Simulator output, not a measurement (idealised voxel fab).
The process module presented herein is designated voxel fin reveal.
We display cut, a cross-section 210 nm in width whose square cells are each 5 nm.
Notation: cross-section as square-cell grid; stated in bands, top first, going down; one or more cell rows per band. The entry gives the band's vertical extent as a top height and a bottom height in nm, then its horizontal make-up as materials from left to right, each with a width in nm. "blank" stands for empty space; a single material marked "throughout" fills the band edge to edge. Height reference: 0 = level under which incoming wafer is all one material. Lowest band: no bottom, runs on downward, e.g. "0 -> down". Think of "30->40" as a width that walks from the first number to the second as you go down the band, top row to bottom row, taking equal-sized steps from row to row. "nothing was modified", as given for a step, is the statement that not any cell of the cross-section underwent a change during that step. Voids not open to the top, 8 cells minimum: see "Trapped void list". Written width x height at distance; distance is from the left edge; nm. Heads up: the bit after the settings on a step's line is the simulator's remark on that step. "overlay nm", when on a step's line for a step with a mask, measures how far to the right of its planned place the mask lay; a negative measure means to the left.
Set out below are the planned steps of the process:
1. RECEIVE | material Si
2. CONFORMAL_DEP | material SiN | thk nm 10
3. DIRECTIONAL_DEP | material aC | thk nm 15
4. PATTERN | tone cover | mask id FINS | material resist | width nm 15 | pitch nm 40 | thk nm 30 | overlay nm 0
5. DIRECTIONAL_ETCH | etch materials aC | depth nm 15
6. STRIP | etch materials resist
7. DIRECTIONAL_ETCH | etch materials SiN | depth nm 10
8. DIRECTIONAL_ETCH | etch materials Si | depth nm 30
9. STRIP | etch materials aC
10. FILL_DEP | material SiO2 | thk nm 15
11. CMP | height nm 10
12. SELECTIVE_ETCH | etch materials SiO2 | depth nm 30
13. STRIP | etch materials SiN
14. CONFORMAL_DEP | material HfO2 | thk nm 5
Below: the first of two wafers, run as planned:
Cross-section, incoming material, after step 1:
	0 -> down | Si throughout
	Trapped void list: none
Take a look at the wafer's cross-section after step 2:
	10 -> 0 | SiN throughout
	Below 0 it's all the same as before, nothing changed down there.
Take a look at the wafer's cross-section after step 3:
	25 -> 10 | aC throughout
	Below 10 it's all the same as before, nothing changed down there.
Take a look at the wafer's cross-section after step 4:
	55 -> 25 | blank: 75, then resist: 15, then blank: 25, then resist: 15, then blank: 80
	Below 25 it's all the same as before, nothing changed down there.
Take a look at the wafer's cross-section after step 5:
	40 -> 25 | blank: 75, then resist: 15, then blank: 25, then resist: 15, then blank: 80
	25 -> 10 | blank: 75, then aC: 15, then blank: 25, then aC: 15, then blank: 80
	Below 10 it's all the same as before, nothing changed down there.
Take a look at the wafer's cross-section after step 6:
	25 -> 10 | blank: 75, then aC: 15, then blank: 25, then aC: 15, then blank: 80
	Below 10 it's all the same as before, nothing changed down there.
Take a look at the wafer's cross-section after step 7:
	25 -> 10 | blank: 75, then aC: 15, then blank: 25, then aC: 15, then blank: 80
	10 -> 0 | blank: 75, then SiN: 15, then blank: 25, then SiN: 15, then blank: 80
	Below 0 it's all the same as before, nothing changed down there.
Take a look at the wafer's cross-section after step 8:
	25 -> 10 | blank: 75, then aC: 15, then blank: 25, then aC: 15, then blank: 80
	10 -> 0 | blank: 75, then SiN: 15, then blank: 25, then SiN: 15, then blank: 80
	0 -> -30 | blank: 75, then Si: 15, then blank: 25, then Si: 15, then blank: 80
	Below -30 it's all the same as before, nothing changed down there.
Take a look at the wafer's cross-section after step 9:
	10 -> 0 | blank: 75, then SiN: 15, then blank: 25, then SiN: 15, then blank: 80
	Below 0 it's all the same as before, nothing changed down there.
Take a look at the wafer's cross-section after step 10:
	25 -> 10 | SiO2 throughout
	10 -> 0 | SiO2: 75, then SiN: 15, then SiO2: 25, then SiN: 15, then SiO2: 80
	0 -> -30 | SiO2: 75, then Si: 15, then SiO2: 25, then Si: 15, then SiO2: 80
	Below -30 it's all the same as before, nothing changed down there.
Take a look at the wafer's cross-section after step 11:
	10 -> 0 | SiO2: 75, then SiN: 15, then SiO2: 25, then SiN: 15, then SiO2: 80
	Below 0 it's all the same as before, nothing changed down there.
Take a look at the wafer's cross-section after step 12:
	10 -> 0 | blank: 75, then SiN: 15, then blank: 25, then SiN: 15, then blank: 80
	0 -> -20 | blank: 75, then Si: 15, then blank: 25, then Si: 15, then blank: 80
	Below -20 it's all the same as before, nothing changed down there.
Take a look at the wafer's cross-section after step 13:
	0 -> -20 | blank: 75, then Si: 15, then blank: 25, then Si: 15, then blank: 80
	Below -20 it's all the same as before, nothing changed down there.
Take a look at the wafer's cross-section after step 14:
	5 -> 0 | blank: 70, then HfO2: 25, then blank: 15, then HfO2: 25, then blank: 75
	0 -> -15 | blank: 70, then HfO2: 5, then Si: 15, then HfO2: 5, then blank: 15, then HfO2: 5, then Si: 15, then HfO2: 5, then blank: 75
	-15 -> -20 | HfO2: 75, then Si: 15, then HfO2: 25, then Si: 15, then HfO2: 80
	Below -20 it's all the same as before, nothing changed down there.
The second wafer: identical to the first at the outset and in its planned sequence, differing only in that one mistake was made during processing; up to and including step 13, its path is the first wafer's path:
Second wafer cross-section, taken as of the time the plan sets for step 14 to be done:
	5 -> 0 | blank: 70, then aC: 25, then blank: 15, then aC: 25, then blank: 75
	0 -> -15 | blank: 70, then aC: 5, then Si: 15, then aC: 5, then blank: 15, then aC: 5, then Si: 15, then aC: 5, then blank: 75
	-15 -> -20 | aC: 75, then Si: 15, then aC: 25, then Si: 15, then aC: 80
	Below -20 it's all the same as before, nothing changed down there.
Processing error: step 14 ran differently from the plan; actual operation with settings: CONFORMAL_DEP | material aC | thk nm 5
Wrapping up, a cell-based count of both wafers puts the second over or under the first for these materials: -58 HfO2 | +58 aC
